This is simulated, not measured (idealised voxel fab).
Process module in this document: voxel quadruple lines
Shown is cross-section cut, with a width of 220 nm and square cells of size 5 nm.
Cross-section layout: square cells on a grid; listed as bands, top to bottom; a band spans one or more cell rows. Read a band's entry like this: the first values are the height of its top and the height of its bottom in nm, and what follows is the sequence of materials from left to right, each with its width in nm. Note that "empty" is empty space, and that a single material marked "throughout" reaches across the band from edge to edge. Basically, 0 is our baseline, since under it the wafer straight out of the box is all one material. The bottom band has no lower end and keeps on going down, so it looks like "0 and below". A width given as "30..40" starts at the first number in the band's top row and ends at the second number in its bottom row, shifting by an equal amount at every step from row to row. Given "left unchanged" for a step, no cell of the cross-section differs between before and after that step. This entry, "Closed empty spaces", enumerates those empty regions of no fewer than 8 cells that possess no open connection to the top. Each region is reported in the form width x height at distance, the distance being taken from the left edge, with all three quantities expressed in nm. after a step's settings: what the simulator itself notes on the step. Among the settings permitted on a step's line is "overlay nm"; applied to a step with a mask, it specifies the extent to which the mask lay to the right of its planned position, whereas a negative figure signifies a position to the left.

STEPS PLANNED FOR THE PROCESS
1,RECEIVE with material Si
2,CONFORMAL_DEP with material SiO2, thk nm 5
3,DIRECTIONAL_DEP with material Ru, thk nm 10
4,DIRECTIONAL_DEP with material polySi, thk nm 20
5,DIRECTIONAL_DEP with material aC, thk nm 20
6,PATTERN with tone cover, mask id MANDREL, material resist, width nm 20, pitch nm 60, thk nm 30, overlay nm 0
7,DIRECTIONAL_ETCH with etch materials aC, depth nm 20
8,STRIP with etch materials resist
9,CONFORMAL_DEP with material SiO2, thk nm 10
10,DIRECTIONAL_ETCH with etch materials SiO2, depth nm 10
11,STRIP with etch materials aC
12,DIRECTIONAL_ETCH with etch materials polySi, depth nm 20
13,STRIP with etch materials SiO2
14,CONFORMAL_DEP with material SiCN, thk nm 5
15,DIRECTIONAL_ETCH with etch materials SiCN, depth nm 5
16,STRIP with etch materials polySi
17,DIRECTIONAL_ETCH with etch materials Ru, depth nm 10
18,STRIP with etch materials SiCN
19,FILL_DEP with material lowk, thk nm 10
20,CMP with height nm 15
Don't read the plan's thk nm for step 14 as applying to every wafer: that's the first wafer's value, and the wafers differ in it, though they all start identical.

CROSS-SECTION, FIRST OF SEVERAL WAFERS, AS DELIVERED AFTER STEP 1
0 and below = Si throughout
Closed empty spaces: none

END OF MODULE: CROSS-SECTION OF THE FIRST OF SEVERAL WAFERS AFTER STEP 20, THE LAST STEP
15 down to 5 = lowk (55), Ru (5), lowk (10), Ru (5), lowk (10), Ru (5), lowk (10), Ru (5), lowk (10), Ru (5), lowk (10), Ru (5), lowk (10), Ru (5), lowk (10), Ru (5), lowk (55)
5 down to 0 = SiO2 throughout
0 and below = Si throughout
Closed empty spaces: none

HERE WE CROSS-SECTIONED THE LAST OF THE WAFERS ONCE THE MODULE WAS DONE
15 down to 5 = Ru throughout
5 down to 0 = SiO2 throughout
0 and below = Si throughout
Closed empty spaces: none

NOTE: THE FOLLOWING TABLE IS ARRANGED BY WAFER, A ROW APIECE. EACH ROW REPORTS THE END-OF-MODULE STATE: PER MATERIAL, CELLS GAINED (+) OR CELLS LOST (-) COMPARED WITH THE WAFER AS RECEIVED; CLOSED VOIDS FOLLOW
thk nm 5, +16 Ru, +44 SiO2, +72 lowk, Closed empty spaces: none
thk nm 10, +88 Ru, +44 SiO2, Closed empty spaces: none
thk nm 15, +88 Ru, +44 SiO2, Closed empty spaces: none
thk nm 20, +88 Ru, +44 SiO2, Closed empty spaces: none
